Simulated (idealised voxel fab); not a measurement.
Proc. module: voxel self aligned vias
Each square cell in cross-section cut measures 5 nm, and the section as a whole is 220 nm wide.
Think of the cross-section as a grid of square cells. We describe it in bands, top to bottom, and each band covers one or more rows of those cells.
Basically the band line says how high the top is and how high the bottom is, in nm, and then what's in it from left to right, every material with its width in nm. Empty space shows up as "empty", and if a single material carries "edge to edge" it runs the full band edge to edge.
Height is counted from the level 0, under which the received wafer is composed throughout of one material. The lowest of the bands is not closed at the bottom but continues downward, in the notation "0..down".
Quick explanation for "30 to 40": the width changes in equal steps down the rows of cells, from the first number in the band's top row to the second number in its bottom row.
It should be understood that the words "nothing different", when stated for a given step, signify that the cross-section underwent no change in any of its cells during that step.
"Unvented cavities" means: voids of 8 cells or more that are shut off from the top with no open way through. Written width x height at distance, distance from the left edge, in nm.
The remark found on a step's line after its settings is issued by the simulator itself and pertains to that step.
"overlay nm" denotes, for a step that has a mask, the displacement of the mask to the right of its planned place, with negative values corresponding to the left.

Set out below are the planned steps of the process
1. RECEIVE: material Si
2. CONFORMAL_DEP: material SiO2, thk nm 10
3. CONFORMAL_DEP: material SiCN, thk nm 5
4. DIRECTIONAL_DEP: material lowk, thk nm 25
5. PATTERN: tone open, mask id LINES, material resist, width nm 20, pitch nm 65, thk nm 15, overlay nm 0
6. DIRECTIONAL_ETCH: etch materials lowk, depth nm 25
7. STRIP: etch materials resist
8. CONFORMAL_DEP: material TiN, thk nm 5
9. FILL_DEP: material Ru, thk nm 10
10. CMP: height nm 40
11. SELECTIVE_ETCH: etch materials W Ru TiN, depth nm 10
12. FILL_DEP: material SiN, thk nm 10
13. CMP: height nm 40
14. DIRECTIONAL_DEP: material lowk, thk nm 20
15. DIRECTIONAL_DEP: material aC, thk nm 10
16. PATTERN: tone open, mask id VIAS, material resist, width nm 40, thk nm 25, overlay nm 0
17. DIRECTIONAL_ETCH: etch materials aC, depth nm 10
18. STRIP: etch materials resist
19. DIRECTIONAL_ETCH: etch materials lowk, depth nm 20
20. DIRECTIONAL_ETCH: etch materials SiN, depth nm 10
21. STRIP: etch materials aC
22. CONFORMAL_DEP: material TiN, thk nm 5
23. FILL_DEP: material W, thk nm 5
24. CMP: height nm 60
25. CONFORMAL_DEP: material SiCN, thk nm 5

As-received state of the wafer in cross-section, equivalent to post-step 1
  0..down  Si edge to edge
  Unvented cavities: none

Cross-sectional view of the first of the two wafers upon completion of the module, processed in accordance with the plan
  65..60  SiCN edge to edge
  60..45  lowk=55, then TiN=5, then W=30, then TiN=5, then lowk=125
  45..40  lowk=55, then TiN=15, then W=10, then TiN=15, then lowk=125
  40..35  lowk=65, then TiN=5, then W=10, then TiN=5, then lowk=45, then SiN=20, then lowk=70
  35..30  lowk=65, then TiN=20, then lowk=45, then SiN=20, then lowk=70
  30..20  lowk=65, then TiN=5, then Ru=10, then TiN=5, then lowk=45, then TiN=5, then Ru=10, then TiN=5, then lowk=70
  20..15  lowk=65, then TiN=20, then lowk=45, then TiN=20, then lowk=70
  15..10  SiCN edge to edge
  10..0  SiO2 edge to edge
  0..down  Si edge to edge
  Unvented cavities: none

Second wafer cross-section at end of module - shared start and plan with the first, one mistake in the run
  65..60  SiCN edge to edge
  60..55  W edge to edge
  55..50  TiN=60, then W=30, then TiN=130
  50..35  lowk=55, then TiN=5, then W=30, then TiN=5, then lowk=125
  35..30  lowk=55, then TiN=40, then lowk=125
  30..20  lowk=65, then TiN=5, then Ru=10, then TiN=5, then lowk=45, then TiN=5, then Ru=10, then TiN=5, then lowk=70
  20..15  lowk=65, then TiN=20, then lowk=45, then TiN=20, then lowk=70
  15..10  SiCN edge to edge
  10..0  SiO2 edge to edge
  0..down  Si edge to edge
  Unvented cavities: none
what went wrong: for step 13, the planned setting was not used; the step was instead run as CMP: height nm 30
The second wafer ends with more or fewer cells of some materials than the first, per final count: -8 SiN | +34 TiN | +46 W | -72 lowk
